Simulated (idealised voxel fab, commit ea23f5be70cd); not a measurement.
process module | voxel spacer lines
cross-section cut | 265 nm wide | cells 5 nm
A cross-section is a grid of square cells, given in bands from the top down. A band is one or more rows of cells.
Each band's line starts with the height of the band's top and of its bottom, in nm. Then come its materials from left to right, each with its width in nm. One material with "throughout" fills the band from edge to edge. "air" is empty space.
Height 0 is the level under which the wafer as received is all one material. The lowest band goes on downwards, as in "0 down".
A width such as "30 to 40" changes by the same amount from each row of cells to the next, from the band's top row to its bottom row.
"no change" after a step means that no cell of the cross-section changed.
closed voids: empty space of 8 cells or more with no open way to the top, each as width x height at its distance from the left edge, in nm
after a step's settings: what the simulator itself notes on the step
overlay nm, on a step with a mask: how far to the right of its planned place the mask lay; to the left if negative
Each pair below shows a cross-section before one step and the cross-section after it, down to the lowest band that changed. The line under each pair gives the step between them, with its settings. The pairs can come from different runs of this module on the same starting wafer, so a pair continues from the pair above only where its "before" says so.
before
  0 down: Si throughout
  closed voids: none
after
  5 to 0: SiO2 throughout
  below 0: unchanged
  closed voids: none
the step between: op CONFORMAL_DEP | material SiO2 | thk nm 5
before: the cross-section after the pair above
after
  25 to 5: TiN throughout
  below 5: unchanged
  closed voids: none
the step between: op DIRECTIONAL_DEP | material TiN | thk nm 20
before: the cross-section after the pair above
after
  50 to 25: polySi throughout
  below 25: unchanged
  closed voids: none
the step between: op DIRECTIONAL_DEP | material polySi | thk nm 25
before: the cross-section after the pair above
after
  85 to 50: air 95 | resist 15 | air 45 | resist 15 | air 95
  below 50: unchanged
  closed voids: none
the step between: op PATTERN | tone cover | mask id MANDREL | material resist | width nm 15 | pitch nm 60 | thk nm 35 | overlay nm 0
before: the cross-section after the pair above
after
  85 to 50: air 95 | resist 15 | air 45 | resist 15 | air 95
  50 to 25: air 95 | polySi 15 | air 45 | polySi 15 | air 95
  below 25: unchanged
  closed voids: none
the step between: op DIRECTIONAL_ETCH | etch materials polySi | depth nm 25
before: the cross-section after the pair above
after
  50 to 25: air 95 | polySi 15 | air 45 | polySi 15 | air 95
  below 25: unchanged
  closed voids: none
the step between: op STRIP | etch materials resist
before: the cross-section after the pair above
after
  65 to 50: air 80 | SiN 45 | air 15 | SiN 45 | air 80
  50 to 40: air 80 | SiN 15 | polySi 15 | SiN 15 | air 15 | SiN 15 | polySi 15 | SiN 15 | air 80
  40 to 25: SiN 95 | polySi 15 | SiN 45 | polySi 15 | SiN 95
  below 25: unchanged
  closed voids: none
the step between: op CONFORMAL_DEP | material SiN | thk nm 15
before: the cross-section after the pair above
after
  50 to 25: air 80 | SiN 15 | polySi 15 | SiN 15 | air 15 | SiN 15 | polySi 15 | SiN 15 | air 80
  below 25: unchanged
  closed voids: none
the step between: op DIRECTIONAL_ETCH | etch materials SiN | depth nm 15
before: the cross-section after the pair above
after
  50 to 25: air 80 | SiN 15 | air 15 | SiN 15 | air 15 | SiN 15 | air 15 | SiN 15 | air 80
  below 25: unchanged
  closed voids: none
the step between: op STRIP | etch materials polySi
before: the cross-section after the pair above
after
  50 to 25: air 80 | SiN 15 | air 15 | SiN 15 | air 15 | SiN 15 | air 15 | SiN 15 | air 80
  25 to 5: air 80 | TiN 15 | air 15 | TiN 15 | air 15 | TiN 15 | air 15 | TiN 15 | air 80
  below 5: unchanged
  closed voids: none
the step between: op DIRECTIONAL_ETCH | etch materials TiN | depth nm 20
before: the cross-section after the pair above
after
  25 to 5: air 80 | TiN 15 | air 15 | TiN 15 | air 15 | TiN 15 | air 15 | TiN 15 | air 80
  below 5: unchanged
  closed voids: none
the step between: op STRIP | etch materials SiN
before
  0 down: Si throughout
  closed voids: none
after
  20 to 0: TiN throughout
  below 0: unchanged
  closed voids: none
the step between: op DIRECTIONAL_DEP | material TiN | thk nm 20
before: the cross-section after the pair above
after
  45 to 20: polySi throughout
  below 20: unchanged
  closed voids: none
the step between: op DIRECTIONAL_DEP | material polySi | thk nm 25
before: the cross-section after the pair above
after
  80 to 45: air 95 | resist 15 | air 45 | resist 15 | air 95
  below 45: unchanged
  closed voids: none
the step between: op PATTERN | tone cover | mask id MANDREL | material resist | width nm 15 | pitch nm 60 | thk nm 35 | overlay nm 0
before: the cross-section after the pair above
after
  80 to 45: air 95 | resist 15 | air 45 | resist 15 | air 95
  45 to 20: air 95 | polySi 15 | air 45 | polySi 15 | air 95
  below 20: unchanged
  closed voids: none
the step between: op DIRECTIONAL_ETCH | etch materials polySi | depth nm 25
before: the cross-section after the pair above
after
  45 to 20: air 95 | polySi 15 | air 45 | polySi 15 | air 95
  below 20: unchanged
  closed voids: none
the step between: op STRIP | etch materials resist
before: the cross-section after the pair above
after
  60 to 45: air 80 | SiN 45 | air 15 | SiN 45 | air 80
  45 to 35: air 80 | SiN 15 | polySi 15 | SiN 15 | air 15 | SiN 15 | polySi 15 | SiN 15 | air 80
  35 to 20: SiN 95 | polySi 15 | SiN 45 | polySi 15 | SiN 95
  below 20: unchanged
  closed voids: none
the step between: op CONFORMAL_DEP | material SiN | thk nm 15
before: the cross-section after the pair above
after
  45 to 20: air 80 | SiN 15 | polySi 15 | SiN 15 | air 15 | SiN 15 | polySi 15 | SiN 15 | air 80
  below 20: unchanged
  closed voids: none
the step between: op DIRECTIONAL_ETCH | etch materials SiN | depth nm 15
before: the cross-section after the pair above
after
  45 to 20: air 80 | SiN 15 | air 15 | SiN 15 | air 15 | SiN 15 | air 15 | SiN 15 | air 80
  below 20: unchanged
  closed voids: none
the step between: op STRIP | etch materials polySi
before: the cross-section after the pair above
after
  45 to 20: air 80 | SiN 15 | air 15 | SiN 15 | air 15 | SiN 15 | air 15 | SiN 15 | air 80
  20 to 0: air 80 | TiN 15 | air 15 | TiN 15 | air 15 | TiN 15 | air 15 | TiN 15 | air 80
  below 0: unchanged
  closed voids: none
the step between: op DIRECTIONAL_ETCH | etch materials TiN | depth nm 20
before: the cross-section after the pair above
after
  20 to 0: air 80 | TiN 15 | air 15 | TiN 15 | air 15 | TiN 15 | air 15 | TiN 15 | air 80
  below 0: unchanged
  closed voids: none
the step between: op STRIP | etch materials SiN
before
  25 to 5: TiN throughout
  5 to 0: SiO2 throughout
  0 down: Si throughout
  closed voids: none
after
  45 to 5: TiN throughout
  below 5: unchanged
  closed voids: none
the step between: op DIRECTIONAL_DEP | material TiN | thk nm 20
before: the cross-section after the pair above
after
  70 to 45: polySi throughout
  below 45: unchanged
  closed voids: none
the step between: op DIRECTIONAL_DEP | material polySi | thk nm 25
before: the cross-section after the pair above
after
  105 to 70: air 95 | resist 15 | air 45 | resist 15 | air 95
  below 70: unchanged
  closed voids: none
the step between: op PATTERN | tone cover | mask id MANDREL | material resist | width nm 15 | pitch nm 60 | thk nm 35 | overlay nm 0
before: the cross-section after the pair above
after
  105 to 70: air 95 | resist 15 | air 45 | resist 15 | air 95
  70 to 45: air 95 | polySi 15 | air 45 | polySi 15 | air 95
  below 45: unchanged
  closed voids: none
the step between: op DIRECTIONAL_ETCH | etch materials polySi | depth nm 25
before: the cross-section after the pair above
after
  70 to 45: air 95 | polySi 15 | air 45 | polySi 15 | air 95
  below 45: unchanged
  closed voids: none
the step between: op STRIP | etch materials resist
before: the cross-section after the pair above
after
  85 to 70: air 80 | SiN 45 | air 15 | SiN 45 | air 80
  70 to 60: air 80 | SiN 15 | polySi 15 | SiN 15 | air 15 | SiN 15 | polySi 15 | SiN 15 | air 80
  60 to 45: SiN 95 | polySi 15 | SiN 45 | polySi 15 | SiN 95
  below 45: unchanged
  closed voids: none
the step between: op CONFORMAL_DEP | material SiN | thk nm 15
before: the cross-section after the pair above
after
  70 to 45: air 80 | SiN 15 | polySi 15 | SiN 15 | air 15 | SiN 15 | polySi 15 | SiN 15 | air 80
  below 45: unchanged
  closed voids: none
the step between: op DIRECTIONAL_ETCH | etch materials SiN | depth nm 15
before: the cross-section after the pair above
after
  70 to 45: air 80 | SiN 15 | air 15 | SiN 15 | air 15 | SiN 15 | air 15 | SiN 15 | air 80
  below 45: unchanged
  closed voids: none
the step between: op STRIP | etch materials polySi
before: the cross-section after the pair above
after
  70 to 45: air 80 | SiN 15 | air 15 | SiN 15 | air 15 | SiN 15 | air 15 | SiN 15 | air 80
  45 to 25: air 80 | TiN 15 | air 15 | TiN 15 | air 15 | TiN 15 | air 15 | TiN 15 | air 80
  below 25: unchanged
  closed voids: none
the step between: op DIRECTIONAL_ETCH | etch materials TiN | depth nm 20
before: the cross-section after the pair above
after
  45 to 25: air 80 | TiN 15 | air 15 | TiN 15 | air 15 | TiN 15 | air 15 | TiN 15 | air 80
  below 25: unchanged
  closed voids: none
the step between: op STRIP | etch materials SiN
before
  50 to 25: air 80 | SiN 15 | polySi 15 | SiN 15 | air 15 | SiN 15 | polySi 15 | SiN 15 | air 80
  25 to 5: TiN throughout
  5 to 0: SiO2 throughout
  0 down: Si throughout
  closed voids: none
after
  50 to 25: air 80 | SiN 15 | polySi 15 | SiN 15 | air 15 | SiN 15 | polySi 15 | SiN 15 | air 80
  25 to 5: air 80 | TiN 45 | air 15 | TiN 45 | air 80
  below 5: unchanged
  closed voids: none
the step between: op DIRECTIONAL_ETCH | etch materials TiN | depth nm 20
before: the cross-section after the pair above
after
  50 to 25: air 80 | SiN 15 | air 15 | SiN 15 | air 15 | SiN 15 | air 15 | SiN 15 | air 80
  below 25: unchanged
  closed voids: none
the step between: op STRIP | etch materials polySi
before: the cross-section after the pair above
after
  25 to 5: air 80 | TiN 45 | air 15 | TiN 45 | air 80
  below 5: unchanged
  closed voids: none
the step between: op STRIP | etch materials SiN
before
  50 to 25: air 95 | polySi 15 | air 45 | polySi 15 | air 95
  25 to 5: TiN throughout
  5 to 0: SiO2 throughout
  0 down: Si throughout
  closed voids: none
after
  60 to 50: air 85 | SiN 35 | air 25 | SiN 35 | air 85
  50 to 35: air 85 | SiN 10 | polySi 15 | SiN 10 | air 25 | SiN 10 | polySi 15 | SiN 10 | air 85
  35 to 25: SiN 95 | polySi 15 | SiN 45 | polySi 15 | SiN 95
  below 25: unchanged
  closed voids: none
the step between: op CONFORMAL_DEP | material SiN | thk nm 10
before: the cross-section after the pair above
after
  50 to 45: air 95 | polySi 15 | air 45 | polySi 15 | air 95
  45 to 25: air 85 | SiN 10 | polySi 15 | SiN 10 | air 25 | SiN 10 | polySi 15 | SiN 10 | air 85
  below 25: unchanged
  closed voids: none
the step between: op DIRECTIONAL_ETCH | etch materials SiN | depth nm 15
before: the cross-section after the pair above
after
  45 to 25: air 85 | SiN 10 | air 15 | SiN 10 | air 25 | SiN 10 | air 15 | SiN 10 | air 85
  below 25: unchanged
  closed voids: none
the step between: op STRIP | etch materials polySi
before: the cross-section after the pair above
after
  45 to 25: air 85 | SiN 10 | air 15 | SiN 10 | air 25 | SiN 10 | air 15 | SiN 10 | air 85
  25 to 5: air 85 | TiN 10 | air 15 | TiN 10 | air 25 | TiN 10 | air 15 | TiN 10 | air 85
  below 5: unchanged
  closed voids: none
the step between: op DIRECTIONAL_ETCH | etch materials TiN | depth nm 20
before: the cross-section after the pair above
after
  25 to 5: air 85 | TiN 10 | air 15 | TiN 10 | air 25 | TiN 10 | air 15 | TiN 10 | air 85
  below 5: unchanged
  closed voids: none
the step between: op STRIP | etch materials SiN
before
  50 to 25: polySi throughout
  25 to 5: TiN throughout
  5 to 0: SiO2 throughout
  0 down: Si throughout
  closed voids: none
after
  85 to 50: air 95 | resist 20 | air 40 | resist 20 | air 90
  below 50: unchanged
  closed voids: none
the step between: op PATTERN | tone cover | mask id MANDREL | material resist | width nm 20 | pitch nm 60 | thk nm 35 | overlay nm 0
before: the cross-section after the pair above
after
  85 to 50: air 95 | resist 20 | air 40 | resist 20 | air 90
  50 to 25: air 95 | polySi 20 | air 40 | polySi 20 | air 90
  below 25: unchanged
  closed voids: none
the step between: op DIRECTIONAL_ETCH | etch materials polySi | depth nm 25
before: the cross-section after the pair above
after
  50 to 25: air 95 | polySi 20 | air 40 | polySi 20 | air 90
  below 25: unchanged
  closed voids: none
the step between: op STRIP | etch materials resist
before: the cross-section after the pair above
after
  65 to 50: air 80 | SiN 50 | air 10 | SiN 50 | air 75
  50 to 40: air 80 | SiN 15 | polySi 20 | SiN 15 | air 10 | SiN 15 | polySi 20 | SiN 15 | air 75
  40 to 25: SiN 95 | polySi 20 | SiN 40 | polySi 20 | SiN 90
  below 25: unchanged
  closed voids: none
the step between: op CONFORMAL_DEP | material SiN | thk nm 15
before: the cross-section after the pair above
after
  50 to 25: air 80 | SiN 15 | polySi 20 | SiN 15 | air 10 | SiN 15 | polySi 20 | SiN 15 | air 75
  below 25: unchanged
  closed voids: none
the step between: op DIRECTIONAL_ETCH | etch materials SiN | depth nm 15
before: the cross-section after the pair above
after
  50 to 25: air 80 | SiN 15 | air 20 | SiN 15 | air 10 | SiN 15 | air 20 | SiN 15 | air 75
  below 25: unchanged
  closed voids: none
the step between: op STRIP | etch materials polySi
before: the cross-section after the pair above
after
  50 to 25: air 80 | SiN 15 | air 20 | SiN 15 | air 10 | SiN 15 | air 20 | SiN 15 | air 75
  25 to 5: air 80 | TiN 15 | air 20 | TiN 15 | air 10 | TiN 15 | air 20 | TiN 15 | air 75
  below 5: unchanged
  closed voids: none
the step between: op DIRECTIONAL_ETCH | etch materials TiN | depth nm 20
before: the cross-section after the pair above
after
  25 to 5: air 80 | TiN 15 | air 20 | TiN 15 | air 10 | TiN 15 | air 20 | TiN 15 | air 75
  below 5: unchanged
  closed voids: none
the step between: op STRIP | etch materials SiN
before
  50 to 25: polySi throughout
  25 to 5: TiN throughout
  5 to 0: SiO2 throughout
  0 down: Si throughout
  closed voids: none
after
  85 to 50: air 85 | resist 15 | air 45 | resist 15 | air 105
  below 50: unchanged
  closed voids: none
the step between: op PATTERN | tone cover | mask id MANDREL | material resist | width nm 15 | pitch nm 60 | thk nm 35 | overlay nm -10
before: the cross-section after the pair above
after
  85 to 50: air 85 | resist 15 | air 45 | resist 15 | air 105
  50 to 25: air 85 | polySi 15 | air 45 | polySi 15 | air 105
  below 25: unchanged
  closed voids: none
the step between: op DIRECTIONAL_ETCH | etch materials polySi | depth nm 25
before: the cross-section after the pair above
after
  50 to 25: air 85 | polySi 15 | air 45 | polySi 15 | air 105
  below 25: unchanged
  closed voids: none
the step between: op STRIP | etch materials resist
before: the cross-section after the pair above
after
  65 to 50: air 70 | SiN 45 | air 15 | SiN 45 | air 90
  50 to 40: air 70 | SiN 15 | polySi 15 | SiN 15 | air 15 | SiN 15 | polySi 15 | SiN 15 | air 90
  40 to 25: SiN 85 | polySi 15 | SiN 45 | polySi 15 | SiN 105
  below 25: unchanged
  closed voids: none
the step between: op CONFORMAL_DEP | material SiN | thk nm 15
before: the cross-section after the pair above
after
  50 to 25: air 70 | SiN 15 | polySi 15 | SiN 15 | air 15 | SiN 15 | polySi 15 | SiN 15 | air 90
  below 25: unchanged
  closed voids: none
the step between: op DIRECTIONAL_ETCH | etch materials SiN | depth nm 15
before: the cross-section after the pair above
after
  50 to 25: air 70 | SiN 15 | air 15 | SiN 15 | air 15 | SiN 15 | air 15 | SiN 15 | air 90
  below 25: unchanged
  closed voids: none
the step between: op STRIP | etch materials polySi
before: the cross-section after the pair above
after
  50 to 25: air 70 | SiN 15 | air 15 | SiN 15 | air 15 | SiN 15 | air 15 | SiN 15 | air 90
  25 to 5: air 70 | TiN 15 | air 15 | TiN 15 | air 15 | TiN 15 | air 15 | TiN 15 | air 90
  below 5: unchanged
  closed voids: none
the step between: op DIRECTIONAL_ETCH | etch materials TiN | depth nm 20
before: the cross-section after the pair above
after
  25 to 5: air 70 | TiN 15 | air 15 | TiN 15 | air 15 | TiN 15 | air 15 | TiN 15 | air 90
  below 5: unchanged
  closed voids: none
the step between: op STRIP | etch materials SiN
before
  0 down: Si throughout
  closed voids: none
after
  5 to 0: TiN throughout
  below 0: unchanged
  closed voids: none
the step between: op CONFORMAL_DEP | material TiN | thk nm 5
before: the cross-section after the pair above
after
  25 to 0: TiN throughout
  below 0: unchanged
  closed voids: none
the step between: op DIRECTIONAL_DEP | material TiN | thk nm 20
before: the cross-section after the pair above
after
  50 to 25: polySi throughout
  below 25: unchanged
  closed voids: none
the step between: op DIRECTIONAL_DEP | material polySi | thk nm 25
before: the cross-section after the pair above
after
  85 to 50: air 95 | resist 15 | air 45 | resist 15 | air 95
  below 50: unchanged
  closed voids: none
the step between: op PATTERN | tone cover | mask id MANDREL | material resist | width nm 15 | pitch nm 60 | thk nm 35 | overlay nm 0
before: the cross-section after the pair above
after
  85 to 50: air 95 | resist 15 | air 45 | resist 15 | air 95
  50 to 25: air 95 | polySi 15 | air 45 | polySi 15 | air 95
  below 25: unchanged
  closed voids: none
the step between: op DIRECTIONAL_ETCH | etch materials polySi | depth nm 25
before: the cross-section after the pair above
after
  50 to 25: air 95 | polySi 15 | air 45 | polySi 15 | air 95
  below 25: unchanged
  closed voids: none
the step between: op STRIP | etch materials resist
before: the cross-section after the pair above
after
  65 to 50: air 80 | SiN 45 | air 15 | SiN 45 | air 80
  50 to 40: air 80 | SiN 15 | polySi 15 | SiN 15 | air 15 | SiN 15 | polySi 15 | SiN 15 | air 80
  40 to 25: SiN 95 | polySi 15 | SiN 45 | polySi 15 | SiN 95
  below 25: unchanged
  closed voids: none
the step between: op CONFORMAL_DEP | material SiN | thk nm 15
before: the cross-section after the pair above
after
  50 to 25: air 80 | SiN 15 | polySi 15 | SiN 15 | air 15 | SiN 15 | polySi 15 | SiN 15 | air 80
  below 25: unchanged
  closed voids: none
the step between: op DIRECTIONAL_ETCH | etch materials SiN | depth nm 15
before: the cross-section after the pair above
after
  50 to 25: air 80 | SiN 15 | air 15 | SiN 15 | air 15 | SiN 15 | air 15 | SiN 15 | air 80
  below 25: unchanged
  closed voids: none
the step between: op STRIP | etch materials polySi
before: the cross-section after the pair above
after
  50 to 25: air 80 | SiN 15 | air 15 | SiN 15 | air 15 | SiN 15 | air 15 | SiN 15 | air 80
  25 to 5: air 80 | TiN 15 | air 15 | TiN 15 | air 15 | TiN 15 | air 15 | TiN 15 | air 80
  below 5: unchanged
  closed voids: none
the step between: op DIRECTIONAL_ETCH | etch materials TiN | depth nm 20
before: the cross-section after the pair above
after
  25 to 5: air 80 | TiN 15 | air 15 | TiN 15 | air 15 | TiN 15 | air 15 | TiN 15 | air 80
  below 5: unchanged
  closed voids: none
the step between: op STRIP | etch materials SiN
before
  50 to 25: polySi throughout
  25 to 5: TiN throughout
  5 to 0: SiO2 throughout
  0 down: Si throughout
  closed voids: none
after
  85 to 50: resist 95 | air 15 | resist 45 | air 15 | resist 95
  below 50: unchanged
  closed voids: none
the step between: op PATTERN | tone open | mask id MANDREL | material resist | width nm 15 | pitch nm 60 | thk nm 35 | overlay nm 0
before: the cross-section after the pair above
after
  85 to 50: resist 95 | air 15 | resist 45 | air 15 | resist 95
  50 to 25: polySi 95 | air 15 | polySi 45 | air 15 | polySi 95
  below 25: unchanged
  closed voids: none
the step between: op DIRECTIONAL_ETCH | etch materials polySi | depth nm 25
before: the cross-section after the pair above
after
  50 to 25: polySi 95 | air 15 | polySi 45 | air 15 | polySi 95
  below 25: unchanged
  closed voids: none
the step between: op STRIP | etch materials resist
before: the cross-section after the pair above
after
  65 to 50: SiN throughout
  50 to 25: polySi 95 | SiN 15 | polySi 45 | SiN 15 | polySi 95
  below 25: unchanged
  closed voids: none
the step between: op CONFORMAL_DEP | material SiN | thk nm 15
before: the cross-section after the pair above
after
  50 to 25: polySi 95 | SiN 15 | polySi 45 | SiN 15 | polySi 95
  below 25: unchanged
  closed voids: none
the step between: op DIRECTIONAL_ETCH | etch materials SiN | depth nm 15
before: the cross-section after the pair above
after
  50 to 25: air 95 | SiN 15 | air 45 | SiN 15 | air 95
  below 25: unchanged
  closed voids: none
the step between: op STRIP | etch materials polySi
before: the cross-section after the pair above
after
  50 to 25: air 95 | SiN 15 | air 45 | SiN 15 | air 95
  25 to 5: air 95 | TiN 15 | air 45 | TiN 15 | air 95
  below 5: unchanged
  closed voids: none
the step between: op DIRECTIONAL_ETCH | etch materials TiN | depth nm 20
before: the cross-section after the pair above
after
  25 to 5: air 95 | TiN 15 | air 45 | TiN 15 | air 95
  below 5: unchanged
  closed voids: none
the step between: op STRIP | etch materials SiN
